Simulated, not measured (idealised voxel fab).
Proc. module: voxel tone inversion
The width of the displayed cross-section, cut, is 155 nm; its cells are square, with a size of 5 nm.
We lay out every cross-section as a grid of square cells and spell it out in bands from the top down, where one band means one or more rows of cells. It is stipulated that each band's entry specify, in nanometres, the height of the top of the band and then that of its bottom, followed by the materials of the band in left-to-right sequence, each together with its width in nanometres. A single material marked by the word "all across" is understood to fill the band from edge to edge; the word "blank" is understood to denote empty space. Counting heights begins at 0, where everything beneath is, in the wafer as received, one material. The lowest band has no bottom; it goes on downwards, as "z 0 and below" shows. Graded width ("30..40"): value in top row of band = first number; value in bottom row = second number; row-to-row change constant. Basically "nothing altered" means that step didn't change any cell in the cross-section. Each empty space that has no open way to the top and spans at least 8 cells appears under "Enclosed void catalog" as width x height at distance, the distance counted from the left edge, all in nm. If you see something after the settings on a step's line, that's the simulator's own remark about that step. What "overlay nm" on a step's line means: if the step has a mask, that mask lay this far to the right of its planned place, or, when the value is negative, to the left.

These are the steps we planned for the process:
1: RECEIVE | material Si
2: CONFORMAL_DEP | material SiN | thk nm 5
3: DIRECTIONAL_DEP | material polySi | thk nm 25
4: PATTERN | tone cover | mask id POSTS | material resist | width nm 15 | pitch nm 45 | thk nm 30 | overlay nm 0
5: DIRECTIONAL_ETCH | etch materials polySi | depth nm 25
6: STRIP | etch materials resist
7: FILL_DEP | material SiO2 | thk nm 10
8: CMP | height nm 20
9: STRIP | etch materials polySi
10: CONFORMAL_DEP | material TiN | thk nm 5
11: FILL_DEP | material W | thk nm 10
12: CMP | height nm 30
13: CONFORMAL_DEP | material SiN | thk nm 5
The value of height nm given for step 8 in the plan refers to the first wafer; the wafers vary in this setting and are alike at the start.

Cross-section of the first of several received wafers, showing its state after step 1:
- z 0 and below: Si all across
- Enclosed void catalog: none

Module end state after final step 13: cross-section of the first of several wafers:
- z 35 to 30: SiN all across
- z 30 to 25: W all across
- z 25 to 20: 50 TiN, then 5 W, then 40 TiN, then 5 W, then 55 TiN
- z 20 to 10: 45 SiO2, then 5 TiN, then 5 W, then 5 TiN, then 30 SiO2, then 5 TiN, then 5 W, then 5 TiN, then 50 SiO2
- z 10 to 5: 45 SiO2, then 15 TiN, then 30 SiO2, then 15 TiN, then 50 SiO2
- z 5 to 0: SiN all across
- z 0 and below: Si all across
- Enclosed void catalog: none

Last-wafer cross-section at the end of the module:
- z 35 to 30: SiN all across
- z 30 to 5: 45 SiO2, then 15 polySi, then 30 SiO2, then 15 polySi, then 50 SiO2
- z 5 to 0: SiN all across
- z 0 and below: Si all across
- Enclosed void catalog: none

Heads up, this table goes wafer by wafer. A row tells you, at the end of the module, how many cells of each material that wafer has put on (+) or dropped (-) since it was received, and then its closed voids:
height nm 20, +62 SiN, +75 SiO2, +43 TiN, +37 W, Enclosed void catalog: none
height nm 25, +62 SiN, +100 SiO2, +47 TiN, +8 W, Enclosed void catalog: none
height nm 30, +62 SiN, +125 SiO2, +22 TiN, +8 W, Enclosed void catalog: none
height nm 35, +62 SiN, +125 SiO2, +30 polySi, Enclosed void catalog: none
height nm 40, +62 SiN, +125 SiO2, +30 polySi, Enclosed void catalog: none
